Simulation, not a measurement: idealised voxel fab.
The document below concerns the process module designated voxel double patterning.
Each square cell in cross-section cut measures 5 nm, and the section as a whole is 175 nm wide.
A cross-section is a grid of square cells, given in bands from the top down. A band is one or more rows of cells. For a band, the entry starts with two heights in nm, that of the top and then that of the bottom, and carries on with the band's materials in order from left to right, each alongside its width in nm; the word "throughout" beside a single material means it fills the band edge to edge, and "empty" means empty space. A quick word on heights: they are counted from 0, and under that level the wafer as it came to us is one material throughout. The lowest band is different from the rest in having no bottom; it simply continues downward, written as in "from 0 down". A width such as "30..40" changes by the same amount from each row of cells to the next, from the band's top row to its bottom row. Any step labelled "no modifications" changed none of the cells in the cross-section. Voids not open to the top, 8 cells minimum: see "Sealed void list". Written width x height at distance; distance is from the left edge; nm. Whatever follows a step's settings on its line is a remark the simulator itself makes about that step. overlay nm: how far to the right of its planned place the mask lay on this masked step (negative: to the left).
PROCESS STEPS FORESEEN IN THE PLAN
| 1 | RECEIVE | material Si |
| 2 | CONFORMAL_DEP | material SiN | thk nm 10 |
| 3 | DIRECTIONAL_DEP | material SiO2 | thk nm 15 |
| 4 | DIRECTIONAL_DEP | material SiCN | thk nm 10 |
| 5 | DIRECTIONAL_DEP | material aC | thk nm 10 |
| 6 | PATTERN | tone open | mask id FIRST | material resist | width nm 15 | pitch nm 50 | thk nm 30 | overlay nm 0 |
| 7 | DIRECTIONAL_ETCH | etch materials aC | depth nm 10 |
| 8 | STRIP | etch materials resist |
| 9 | DIRECTIONAL_ETCH | etch materials SiCN | depth nm 10 |
| 10 | STRIP | etch materials aC |
| 11 | MASKED_ETCH | tone open | mask id SECOND | width nm 15 | pitch nm 50 | etch materials SiCN | depth nm 10 | overlay nm 0 |
| 12 | DIRECTIONAL_ETCH | etch materials SiO2 | depth nm 15 |
| 13 | STRIP | etch materials SiCN |
CROSS-SECTION OF THE WAFER UPON ARRIVAL, REPRESENTING THE STATE REACHED AFTER STEP 1
* from 0 down  Si throughout
* Sealed void list: none
MODULE COMPLETE - CROSS-SECTION OF THE FIRST OF TWO WAFERS, RUN ACCORDING TO PLAN
* from 25 to 10  SiO2 (30); empty (15); SiO2 (10); empty (15); SiO2 (10); empty (15); SiO2 (10); empty (15); SiO2 (10); empty (15); SiO2 (30)
* from 10 to 0  SiN throughout
* from 0 down  Si throughout
* Sealed void list: none
SECOND WAFER THROUGH THE MODULE, SECTIONED AT THE END: SAME BEGINNING AND SAME PLAN AS THE FIRST WAFER, WITH ONE MISTAKE IN CARRYING IT OUT
* from 25 to 10  empty (30); SiO2 (15); empty (35); SiO2 (15); empty (35); SiO2 (15); empty (30)
* from 10 to 0  SiN throughout
* from 0 down  Si throughout
* Sealed void list: none
Which mistake was made when the wafer was run? step 6 did not use the planned setting and instead ran as PATTERN | tone cover | mask id FIRST | material resist | width nm 15 | pitch nm 50 | thk nm 30 | overlay nm 0
Looking at both finished wafers in cells, the second ends up ahead of or behind the first on some materials: SiO2 -33
